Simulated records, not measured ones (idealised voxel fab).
Process module under the name voxel gate over fins
The cross-section shown here is cut; it is 160 nm wide and divided into square cells measuring 5 nm on a side.
Cross-section layout: square cells on a grid; listed as bands, top to bottom; a band spans one or more cell rows. Basically the band line says how high the top is and how high the bottom is, in nm, and then what's in it from left to right, every material with its width in nm. Empty space shows up as "air", and if a single material carries "everywhere" it runs the full band edge to edge. Height datum 0, below which the as-received substrate wafer is one material. Lowest band open at the bottom, running downward: "0 down". The expression "30->40" gives the width at the extremes of the band, the first number at its top row of cells and the second at its bottom row, with the width changing by equal amounts from each row to the next in between. "left unchanged" after a step means that no cell of the cross-section changed. In the "Sealed internal voids" entry, you get each enclosed empty space of 8 cells or more, one with no open way to the top, written width x height at distance, distance from the left edge, in nm. What comes after the settings on a step's line is commentary from the simulator itself on that step. Steps that use a mask can have "overlay nm" on their line. It says how far the mask sat to the right of where it was meant to be. Negative means to the left.
# Process steps - plan
| 1 | RECEIVE with material Si |
| 2 | CONFORMAL_DEP with material SiN, thk nm 5 |
| 3 | DIRECTIONAL_DEP with material aC, thk nm 10 |
| 4 | PATTERN with tone cover, mask id FINS, material resist, width nm 15, pitch nm 35, thk nm 30, overlay nm 0 |
| 5 | DIRECTIONAL_ETCH with etch materials aC, depth nm 10 |
| 6 | STRIP with etch materials resist |
| 7 | DIRECTIONAL_ETCH with etch materials SiN, depth nm 5 |
| 8 | DIRECTIONAL_ETCH with etch materials Si, depth nm 30 |
| 9 | STRIP with etch materials aC |
| 10 | OXIDIZE with depth nm 5 |
| 11 | FILL_DEP with material SiO2, thk nm 10 |
| 12 | CMP with height nm 5 |
| 13 | SELECTIVE_ETCH with etch materials SiO2, depth nm 15 |
| 14 | STRIP with etch materials SiN |
| 15 | CONFORMAL_DEP with material HfO2, thk nm 5 |
| 16 | CONFORMAL_DEP with material TiN, thk nm 5 |
| 17 | CONFORMAL_DEP with material TiAl, thk nm 5 |
| 18 | CONFORMAL_DEP with material TiN, thk nm 5 |
| 19 | FILL_DEP with material W, thk nm 10 |
| 20 | CMP with height nm 25 |
| 21 | CONFORMAL_DEP with material SiCN, thk nm 5 |
# The first of a set of two wafers, run to plan
# Here's what the wafer looked like in cross-section when it arrived - that's after step 1
- 0 down | Si everywhere
- Sealed internal voids: none
# State of the wafer after step 2, shown in cross-section
- 5 to 0 | SiN everywhere
- Heights below 0 show no change.
# State of the wafer after step 3, shown in cross-section
- 15 to 5 | aC everywhere
- Heights below 5 show no change.
# State of the wafer after step 4, shown in cross-section
- 45 to 15 | 55 air, then 15 resist, then 20 air, then 15 resist, then 55 air
- Heights below 15 show no change.
# State of the wafer after step 5, shown in cross-section
- 35 to 15 | 55 air, then 15 resist, then 20 air, then 15 resist, then 55 air
- 15 to 5 | 55 air, then 15 aC, then 20 air, then 15 aC, then 55 air
- Heights below 5 show no change.
# State of the wafer after step 6, shown in cross-section
- 15 to 5 | 55 air, then 15 aC, then 20 air, then 15 aC, then 55 air
- Heights below 5 show no change.
# State of the wafer after step 7, shown in cross-section
- 15 to 5 | 55 air, then 15 aC, then 20 air, then 15 aC, then 55 air
- 5 to 0 | 55 air, then 15 SiN, then 20 air, then 15 SiN, then 55 air
- Heights below 0 show no change.
# State of the wafer after step 8, shown in cross-section
- 15 to 5 | 55 air, then 15 aC, then 20 air, then 15 aC, then 55 air
- 5 to 0 | 55 air, then 15 SiN, then 20 air, then 15 SiN, then 55 air
- 0 to -30 | 55 air, then 15 Si, then 20 air, then 15 Si, then 55 air
- Heights below -30 show no change.
# State of the wafer after step 9, shown in cross-section
- 5 to 0 | 55 air, then 15 SiN, then 20 air, then 15 SiN, then 55 air
- Heights below 0 show no change.
# State of the wafer after step 10, shown in cross-section
- 5 to 0 | 55 air, then 15 SiN, then 20 air, then 15 SiN, then 55 air
- 0 to -30 | 55 air, then 5 SiO2, then 5 Si, then 5 SiO2, then 20 air, then 5 SiO2, then 5 Si, then 5 SiO2, then 55 air
- -30 to -35 | 60 SiO2, then 5 Si, then 30 SiO2, then 5 Si, then 60 SiO2
- Heights below -35 show no change.
# State of the wafer after step 11, shown in cross-section
- 15 to 5 | SiO2 everywhere
- 5 to 0 | 55 SiO2, then 15 SiN, then 20 SiO2, then 15 SiN, then 55 SiO2
- 0 to -35 | 60 SiO2, then 5 Si, then 30 SiO2, then 5 Si, then 60 SiO2
- Heights below -35 show no change.
# State of the wafer after step 12, shown in cross-section
- 5 to 0 | 55 SiO2, then 15 SiN, then 20 SiO2, then 15 SiN, then 55 SiO2
- Heights below 0 show no change.
# State of the wafer after step 13, shown in cross-section
- 5 to 0 | 55 air, then 15 SiN, then 20 air, then 15 SiN, then 55 air
- 0 to -10 | 60 air, then 5 Si, then 30 air, then 5 Si, then 60 air
- Heights below -10 show no change.
# State of the wafer after step 14, shown in cross-section
- 0 to -10 | 60 air, then 5 Si, then 30 air, then 5 Si, then 60 air
- Heights below -10 show no change.
# State of the wafer after step 15, shown in cross-section
- 5 to 0 | 55 air, then 15 HfO2, then 20 air, then 15 HfO2, then 55 air
- 0 to -5 | 55 air, then 5 HfO2, then 5 Si, then 5 HfO2, then 20 air, then 5 HfO2, then 5 Si, then 5 HfO2, then 55 air
- -5 to -10 | 60 HfO2, then 5 Si, then 30 HfO2, then 5 Si, then 60 HfO2
- Heights below -10 show no change.
# State of the wafer after step 16, shown in cross-section
- 10 to 5 | 50 air, then 25 TiN, then 10 air, then 25 TiN, then 50 air
- 5 to 0 | 50 air, then 5 TiN, then 15 HfO2, then 5 TiN, then 10 air, then 5 TiN, then 15 HfO2, then 5 TiN, then 50 air
- 0 to -5 | 55 TiN, then 5 HfO2, then 5 Si, then 5 HfO2, then 20 TiN, then 5 HfO2, then 5 Si, then 5 HfO2, then 55 TiN
- Heights below -5 show no change.
# State of the wafer after step 17, shown in cross-section
- 15 to 10 | 45 air, then 70 TiAl, then 45 air
- 10 to 5 | 45 air, then 5 TiAl, then 25 TiN, then 10 TiAl, then 25 TiN, then 5 TiAl, then 45 air
- 5 to 0 | 50 TiAl, then 5 TiN, then 15 HfO2, then 5 TiN, then 10 TiAl, then 5 TiN, then 15 HfO2, then 5 TiN, then 50 TiAl
- Heights below 0 show no change.
# State of the wafer after step 18, shown in cross-section
- 20 to 15 | 40 air, then 80 TiN, then 40 air
- 15 to 10 | 40 air, then 5 TiN, then 70 TiAl, then 5 TiN, then 40 air
- 10 to 5 | 45 TiN, then 5 TiAl, then 25 TiN, then 10 TiAl, then 25 TiN, then 5 TiAl, then 45 TiN
- Heights below 5 show no change.
# State of the wafer after step 19, shown in cross-section
- 30 to 20 | W everywhere
- 20 to 15 | 40 W, then 80 TiN, then 40 W
- 15 to 10 | 40 W, then 5 TiN, then 70 TiAl, then 5 TiN, then 40 W
- Heights below 10 show no change.
# State of the wafer after step 20, shown in cross-section
- 25 to 20 | W everywhere
- Heights below 20 show no change.
# State of the wafer after step 21, shown in cross-section
- 30 to 25 | SiCN everywhere
- Heights below 25 show no change.
# Companion wafer, the second of two: same beginning, same intended sequence, one mistake in carrying it out; through step 12 inclusive it tracks the first exactly
# The second wafer in cross-section, at the planned close of step 13
- 5 to 0 | 55 air, then 15 SiN, then 20 air, then 15 SiN, then 55 air
- 0 to -25 | 60 air, then 5 Si, then 30 air, then 5 Si, then 60 air
- Heights below -25 show no change.
# The second wafer in cross-section, at the planned close of step 14
- 0 to -25 | 60 air, then 5 Si, then 30 air, then 5 Si, then 60 air
- Heights below -25 show no change.
# The second wafer in cross-section, at the planned close of step 15
- 5 to 0 | 55 air, then 15 HfO2, then 20 air, then 15 HfO2, then 55 air
- 0 to -20 | 55 air, then 5 HfO2, then 5 Si, then 5 HfO2, then 20 air, then 5 HfO2, then 5 Si, then 5 HfO2, then 55 air
- -20 to -25 | 60 HfO2, then 5 Si, then 30 HfO2, then 5 Si, then 60 HfO2
- Heights below -25 show no change.
# The second wafer in cross-section, at the planned close of step 16
- 10 to 5 | 50 air, then 25 TiN, then 10 air, then 25 TiN, then 50 air
- 5 to 0 | 50 air, then 5 TiN, then 15 HfO2, then 5 TiN, then 10 air, then 5 TiN, then 15 HfO2, then 5 TiN, then 50 air
- 0 to -15 | 50 air, then 5 TiN, then 5 HfO2, then 5 Si, then 5 HfO2, then 5 TiN, then 10 air, then 5 TiN, then 5 HfO2, then 5 Si, then 5 HfO2, then 5 TiN, then 50 air
- -15 to -20 | 55 TiN, then 5 HfO2, then 5 Si, then 5 HfO2, then 20 TiN, then 5 HfO2, then 5 Si, then 5 HfO2, then 55 TiN
- Heights below -20 show no change.
# The second wafer in cross-section, at the planned close of step 17
- 15 to 10 | 45 air, then 70 TiAl, then 45 air
- 10 to 5 | 45 air, then 5 TiAl, then 25 TiN, then 10 TiAl, then 25 TiN, then 5 TiAl, then 45 air
- 5 to 0 | 45 air, then 5 TiAl, then 5 TiN, then 15 HfO2, then 5 TiN, then 10 TiAl, then 5 TiN, then 15 HfO2, then 5 TiN, then 5 TiAl, then 45 air
- 0 to -10 | 45 air, then 5 TiAl, then 5 TiN, then 5 HfO2, then 5 Si, then 5 HfO2, then 5 TiN, then 10 TiAl, then 5 TiN, then 5 HfO2, then 5 Si, then 5 HfO2, then 5 TiN, then 5 TiAl, then 45 air
- -10 to -15 | 50 TiAl, then 5 TiN, then 5 HfO2, then 5 Si, then 5 HfO2, then 5 TiN, then 10 TiAl, then 5 TiN, then 5 HfO2, then 5 Si, then 5 HfO2, then 5 TiN, then 50 TiAl
- Heights below -15 show no change.
# The second wafer in cross-section, at the planned close of step 18
- 20 to 15 | 40 air, then 80 TiN, then 40 air
- 15 to 10 | 40 air, then 5 TiN, then 70 TiAl, then 5 TiN, then 40 air
- 10 to 5 | 40 air, then 5 TiN, then 5 TiAl, then 25 TiN, then 10 TiAl, then 25 TiN, then 5 TiAl, then 5 TiN, then 40 air
- 5 to 0 | 40 air, then 5 TiN, then 5 TiAl, then 5 TiN, then 15 HfO2, then 5 TiN, then 10 TiAl, then 5 TiN, then 15 HfO2, then 5 TiN, then 5 TiAl, then 5 TiN, then 40 air
- 0 to -5 | 40 air, then 5 TiN, then 5 TiAl, then 5 TiN, then 5 HfO2, then 5 Si, then 5 HfO2, then 5 TiN, then 10 TiAl, then 5 TiN, then 5 HfO2, then 5 Si, then 5 HfO2, then 5 TiN, then 5 TiAl, then 5 TiN, then 40 air
- -5 to -10 | 45 TiN, then 5 TiAl, then 5 TiN, then 5 HfO2, then 5 Si, then 5 HfO2, then 5 TiN, then 10 TiAl, then 5 TiN, then 5 HfO2, then 5 Si, then 5 HfO2, then 5 TiN, then 5 TiAl, then 45 TiN
- Heights below -10 show no change.
# The second wafer in cross-section, at the planned close of step 19
- 30 to 20 | W everywhere
- 20 to 15 | 40 W, then 80 TiN, then 40 W
- 15 to 10 | 40 W, then 5 TiN, then 70 TiAl, then 5 TiN, then 40 W
- 10 to 5 | 40 W, then 5 TiN, then 5 TiAl, then 25 TiN, then 10 TiAl, then 25 TiN, then 5 TiAl, then 5 TiN, then 40 W
- 5 to 0 | 40 W, then 5 TiN, then 5 TiAl, then 5 TiN, then 15 HfO2, then 5 TiN, then 10 TiAl, then 5 TiN, then 15 HfO2, then 5 TiN, then 5 TiAl, then 5 TiN, then 40 W
- 0 to -5 | 40 W, then 5 TiN, then 5 TiAl, then 5 TiN, then 5 HfO2, then 5 Si, then 5 HfO2, then 5 TiN, then 10 TiAl, then 5 TiN, then 5 HfO2, then 5 Si, then 5 HfO2, then 5 TiN, then 5 TiAl, then 5 TiN, then 40 W
- Heights below -5 show no change.
# The second wafer in cross-section, at the planned close of step 20
- 25 to 20 | W everywhere
- Heights below 20 show no change.
# The second wafer in cross-section, at the planned close of step 21
- 30 to 25 | SiCN everywhere
- Heights below 25 show no change.
Finding, execution versus plan: step 13 from the plan got run twice
Final wafer comparison in cells, second versus first, more or fewer per material: HfO2: 12 more; SiO2: 90 fewer; TiAl: 12 more; TiN: 18 more; W: 48 more
